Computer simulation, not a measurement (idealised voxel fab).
process module | voxel capacitor over wiring
cross-section cut | 200 nm wide | cells 5 nm
A cross-section is a grid of square cells, given in bands from the top down. A band is one or more rows of cells.
Each band's line starts with the height of the band's top and of its bottom, in nm. Then come its materials from left to right, each with its width in nm. One material with "throughout" fills the band from edge to edge. "air" is empty space.
Height 0 is the level under which the wafer as received is all one material. The lowest band goes on downwards, as in "0 down".
A width such as "30 to 40" changes by the same amount from each row of cells to the next, from the band's top row to its bottom row.
"no change" after a step means that no cell of the cross-section changed.
closed voids: empty space of 8 cells or more with no open way to the top, each as width x height at its distance from the left edge, in nm
after a step's settings: what the simulator itself notes on the step
overlay nm, on a step with a mask: how far to the right of its planned place the mask lay; to the left if negative
plan
1 op RECEIVE | material Si
2 op CONFORMAL_DEP | material SiO2 | thk nm 15
3 op DIRECTIONAL_DEP | material TiN | thk nm 5
4 op DIRECTIONAL_DEP | material W | thk nm 25
5 op DIRECTIONAL_DEP | material aC | thk nm 15
6 op PATTERN | tone cover | mask id METAL_1 | material resist | width nm 25 | pitch nm 95 | thk nm 30 | overlay nm 0
7 op DIRECTIONAL_ETCH | etch materials aC | depth nm 15
8 op STRIP | etch materials resist
9 op DIRECTIONAL_ETCH | etch materials W | depth nm 25
10 op DIRECTIONAL_ETCH | etch materials TiN | depth nm 5
11 op STRIP | etch materials aC
12 op FILL_DEP | material SiO2 | thk nm 10
13 op CMP | height nm 45
14 op CONFORMAL_DEP | material SiCN | thk nm 5
15 op DIRECTIONAL_DEP | material lowk | thk nm 20
16 op DIRECTIONAL_DEP | material aC | thk nm 15
17 op PATTERN | tone open | mask id PLUG_1 | material resist | width nm 15 | thk nm 30 | overlay nm 0
18 op DIRECTIONAL_ETCH | etch materials aC | depth nm 15
19 op STRIP | etch materials resist
20 op DIRECTIONAL_ETCH | etch materials lowk | depth nm 20
21 op DIRECTIONAL_ETCH | etch materials SiCN | depth nm 5
22 op STRIP | etch materials aC
23 op CONFORMAL_DEP | material TiN | thk nm 5
24 op FILL_DEP | material Cu | thk nm 5
25 op CMP | height nm 70
26 op DIRECTIONAL_DEP | material TiN | thk nm 10
27 op DIRECTIONAL_DEP | material HfO2 | thk nm 5
28 op DIRECTIONAL_DEP | material TiN | thk nm 5
29 op MASKED_ETCH | tone cover | mask id UPPER_PLATE | width nm 75 | etch materials TiN | depth nm 5 | overlay nm 0
30 op MASKED_ETCH | tone cover | mask id UPPER_PLATE | width nm 75 | etch materials HfO2 | depth nm 5 | overlay nm 0
31 op MASKED_ETCH | tone cover | mask id LOWER_PLATE | width nm 85 | etch materials TiN | depth nm 10 | overlay nm 0
32 op FILL_DEP | material SiO2 | thk nm 15
33 op CMP | height nm 100
34 op PATTERN | tone open | mask id PLUG_2 | material resist | width nm 15 | thk nm 20 | overlay nm 0
35 op DIRECTIONAL_ETCH | etch materials SiO2 | depth nm 10
36 op STRIP | etch materials resist
37 op CONFORMAL_DEP | material TiN | thk nm 5
38 op FILL_DEP | material W | thk nm 5
39 op CMP | height nm 100
40 op CONFORMAL_DEP | material SiN | thk nm 5
first wafer, as planned
as received, after step 1
  0 down: Si throughout
  closed voids: none
after step 2
  15 to 0: SiO2 throughout
  below 0: unchanged
after step 3
  20 to 15: TiN throughout
  below 15: unchanged
after step 4
  45 to 20: W throughout
  below 20: unchanged
after step 5
  60 to 45: aC throughout
  below 45: unchanged
after step 6
  90 to 60: air 40 | resist 25 | air 70 | resist 25 | air 40
  below 60: unchanged
after step 7
  75 to 60: air 40 | resist 25 | air 70 | resist 25 | air 40
  60 to 45: air 40 | aC 25 | air 70 | aC 25 | air 40
  below 45: unchanged
after step 8
  60 to 45: air 40 | aC 25 | air 70 | aC 25 | air 40
  below 45: unchanged
after step 9
  60 to 45: air 40 | aC 25 | air 70 | aC 25 | air 40
  45 to 20: air 40 | W 25 | air 70 | W 25 | air 40
  below 20: unchanged
after step 10
  60 to 45: air 40 | aC 25 | air 70 | aC 25 | air 40
  45 to 20: air 40 | W 25 | air 70 | W 25 | air 40
  20 to 15: air 40 | TiN 25 | air 70 | TiN 25 | air 40
  below 15: unchanged
after step 11
  45 to 20: air 40 | W 25 | air 70 | W 25 | air 40
  below 20: unchanged
after step 12
  55 to 45: SiO2 throughout
  45 to 20: SiO2 40 | W 25 | SiO2 70 | W 25 | SiO2 40
  20 to 15: SiO2 40 | TiN 25 | SiO2 70 | TiN 25 | SiO2 40
  below 15: unchanged
after step 13
  45 to 20: SiO2 40 | W 25 | SiO2 70 | W 25 | SiO2 40
  below 20: unchanged
after step 14
  50 to 45: SiCN throughout
  below 45: unchanged
after step 15
  70 to 50: lowk throughout
  below 50: unchanged
after step 16
  85 to 70: aC throughout
  below 70: unchanged
after step 17
  115 to 85: resist 50 | air 15 | resist 135
  below 85: unchanged
after step 18
  100 to 85: resist 50 | air 15 | resist 135
  85 to 70: aC 50 | air 15 | aC 135
  below 70: unchanged
after step 19
  85 to 70: aC 50 | air 15 | aC 135
  below 70: unchanged
after step 20
  85 to 70: aC 50 | air 15 | aC 135
  70 to 50: lowk 50 | air 15 | lowk 135
  below 50: unchanged
after step 21
  85 to 70: aC 50 | air 15 | aC 135
  70 to 50: lowk 50 | air 15 | lowk 135
  50 to 45: SiCN 50 | air 15 | SiCN 135
  below 45: unchanged
after step 22
  70 to 50: lowk 50 | air 15 | lowk 135
  below 50: unchanged
after step 23
  75 to 70: TiN 55 | air 5 | TiN 140
  70 to 50: lowk 50 | TiN 5 | air 5 | TiN 5 | lowk 135
  50 to 45: SiCN 50 | TiN 15 | SiCN 135
  below 45: unchanged
after step 24
  80 to 75: Cu throughout
  75 to 70: TiN 55 | Cu 5 | TiN 140
  70 to 50: lowk 50 | TiN 5 | Cu 5 | TiN 5 | lowk 135
  below 50: unchanged
after step 25
  70 to 50: lowk 50 | TiN 5 | Cu 5 | TiN 5 | lowk 135
  below 50: unchanged
after step 26
  80 to 70: TiN throughout
  below 70: unchanged
after step 27
  85 to 80: HfO2 throughout
  below 80: unchanged
after step 28
  90 to 85: TiN throughout
  below 85: unchanged
after step 29
  90 to 85: air 50 | TiN 75 | air 75
  below 85: unchanged
after step 30
  90 to 85: air 50 | TiN 75 | air 75
  85 to 80: air 50 | HfO2 75 | air 75
  below 80: unchanged
after step 31
  90 to 85: air 50 | TiN 75 | air 75
  85 to 80: air 50 | HfO2 75 | air 75
  80 to 70: air 45 | TiN 85 | air 70
  below 70: unchanged
after step 32
  105 to 90: SiO2 throughout
  90 to 85: SiO2 50 | TiN 75 | SiO2 75
  85 to 80: SiO2 50 | HfO2 75 | SiO2 75
  80 to 70: SiO2 45 | TiN 85 | SiO2 70
  below 70: unchanged
after step 33
  100 to 90: SiO2 throughout
  below 90: unchanged
after step 34
  120 to 100: resist 60 | air 15 | resist 125
  below 100: unchanged
after step 35
  120 to 100: resist 60 | air 15 | resist 125
  100 to 90: SiO2 60 | air 15 | SiO2 125
  below 90: unchanged
after step 36
  100 to 90: SiO2 60 | air 15 | SiO2 125
  below 90: unchanged
after step 37
  105 to 100: TiN 65 | air 5 | TiN 130
  100 to 95: SiO2 60 | TiN 5 | air 5 | TiN 5 | SiO2 125
  95 to 85: SiO2 60 to 50 | TiN 15 to 75 | SiO2 125 to 75
  below 85: unchanged
after step 38
  110 to 105: W throughout
  105 to 100: TiN 65 | W 5 | TiN 130
  100 to 95: SiO2 60 | TiN 5 | W 5 | TiN 5 | SiO2 125
  below 95: unchanged
after step 39
  100 to 95: SiO2 60 | TiN 5 | W 5 | TiN 5 | SiO2 125
  below 95: unchanged
after step 40
  105 to 100: SiN throughout
  below 100: unchanged
second wafer: like start, like plan, one mistake. Through step 5 it matches the first wafer
when step 6 should have ended
  90 to 60: air 45 | resist 15 | air 80 | resist 15 | air 45
  below 60: unchanged
when step 7 should have ended
  75 to 60: air 45 | resist 15 | air 80 | resist 15 | air 45
  60 to 45: air 45 | aC 15 | air 80 | aC 15 | air 45
  below 45: unchanged
when step 8 should have ended
  60 to 45: air 45 | aC 15 | air 80 | aC 15 | air 45
  below 45: unchanged
when step 9 should have ended
  60 to 45: air 45 | aC 15 | air 80 | aC 15 | air 45
  45 to 20: air 45 | W 15 | air 80 | W 15 | air 45
  below 20: unchanged
when step 10 should have ended
  60 to 45: air 45 | aC 15 | air 80 | aC 15 | air 45
  45 to 20: air 45 | W 15 | air 80 | W 15 | air 45
  20 to 15: air 45 | TiN 15 | air 80 | TiN 15 | air 45
  below 15: unchanged
when step 11 should have ended
  45 to 20: air 45 | W 15 | air 80 | W 15 | air 45
  below 20: unchanged
when step 12 should have ended
  55 to 45: SiO2 throughout
  45 to 20: SiO2 45 | W 15 | SiO2 80 | W 15 | SiO2 45
  20 to 15: SiO2 45 | TiN 15 | SiO2 80 | TiN 15 | SiO2 45
  below 15: unchanged
when step 13 should have ended
  45 to 20: SiO2 45 | W 15 | SiO2 80 | W 15 | SiO2 45
  below 20: unchanged
when step 14 should have ended
  50 to 45: SiCN throughout
  below 45: unchanged
when step 15 should have ended
  70 to 50: lowk throughout
  below 50: unchanged
when step 16 should have ended
  85 to 70: aC throughout
  below 70: unchanged
when step 17 should have ended
  115 to 85: resist 50 | air 15 | resist 135
  below 85: unchanged
when step 18 should have ended
  100 to 85: resist 50 | air 15 | resist 135
  85 to 70: aC 50 | air 15 | aC 135
  below 70: unchanged
when step 19 should have ended
  85 to 70: aC 50 | air 15 | aC 135
  below 70: unchanged
when step 20 should have ended
  85 to 70: aC 50 | air 15 | aC 135
  70 to 50: lowk 50 | air 15 | lowk 135
  below 50: unchanged
when step 21 should have ended
  85 to 70: aC 50 | air 15 | aC 135
  70 to 50: lowk 50 | air 15 | lowk 135
  50 to 45: SiCN 50 | air 15 | SiCN 135
  below 45: unchanged
when step 22 should have ended
  70 to 50: lowk 50 | air 15 | lowk 135
  below 50: unchanged
when step 23 should have ended
  75 to 70: TiN 55 | air 5 | TiN 140
  70 to 50: lowk 50 | TiN 5 | air 5 | TiN 5 | lowk 135
  50 to 45: SiCN 50 | TiN 15 | SiCN 135
  below 45: unchanged
when step 24 should have ended
  80 to 75: Cu throughout
  75 to 70: TiN 55 | Cu 5 | TiN 140
  70 to 50: lowk 50 | TiN 5 | Cu 5 | TiN 5 | lowk 135
  below 50: unchanged
when step 25 should have ended
  70 to 50: lowk 50 | TiN 5 | Cu 5 | TiN 5 | lowk 135
  below 50: unchanged
when step 26 should have ended
  80 to 70: TiN throughout
  below 70: unchanged
when step 27 should have ended
  85 to 80: HfO2 throughout
  below 80: unchanged
when step 28 should have ended
  90 to 85: TiN throughout
  below 85: unchanged
when step 29 should have ended
  90 to 85: air 50 | TiN 75 | air 75
  below 85: unchanged
when step 30 should have ended
  90 to 85: air 50 | TiN 75 | air 75
  85 to 80: air 50 | HfO2 75 | air 75
  below 80: unchanged
when step 31 should have ended
  90 to 85: air 50 | TiN 75 | air 75
  85 to 80: air 50 | HfO2 75 | air 75
  80 to 70: air 45 | TiN 85 | air 70
  below 70: unchanged
when step 32 should have ended
  105 to 90: SiO2 throughout
  90 to 85: SiO2 50 | TiN 75 | SiO2 75
  85 to 80: SiO2 50 | HfO2 75 | SiO2 75
  80 to 70: SiO2 45 | TiN 85 | SiO2 70
  below 70: unchanged
when step 33 should have ended
  100 to 90: SiO2 throughout
  below 90: unchanged
when step 34 should have ended
  120 to 100: resist 60 | air 15 | resist 125
  below 100: unchanged
when step 35 should have ended
  120 to 100: resist 60 | air 15 | resist 125
  100 to 90: SiO2 60 | air 15 | SiO2 125
  below 90: unchanged
when step 36 should have ended
  100 to 90: SiO2 60 | air 15 | SiO2 125
  below 90: unchanged
when step 37 should have ended
  105 to 100: TiN 65 | air 5 | TiN 130
  100 to 95: SiO2 60 | TiN 5 | air 5 | TiN 5 | SiO2 125
  95 to 85: SiO2 60 to 50 | TiN 15 to 75 | SiO2 125 to 75
  below 85: unchanged
when step 38 should have ended
  110 to 105: W throughout
  105 to 100: TiN 65 | W 5 | TiN 130
  100 to 95: SiO2 60 | TiN 5 | W 5 | TiN 5 | SiO2 125
  below 95: unchanged
when step 39 should have ended
  100 to 95: SiO2 60 | TiN 5 | W 5 | TiN 5 | SiO2 125
  below 95: unchanged
when step 40 should have ended
  105 to 100: SiN throughout
  below 100: unchanged
what went wrong: step 6 ran as: op PATTERN | tone cover | mask id METAL_1 | material resist | width nm 15 | pitch nm 95 | thk nm 30 | overlay nm 0
at the end the second wafer has, in cells: 24 more of SiO2 | 4 fewer of TiN | 20 fewer of W
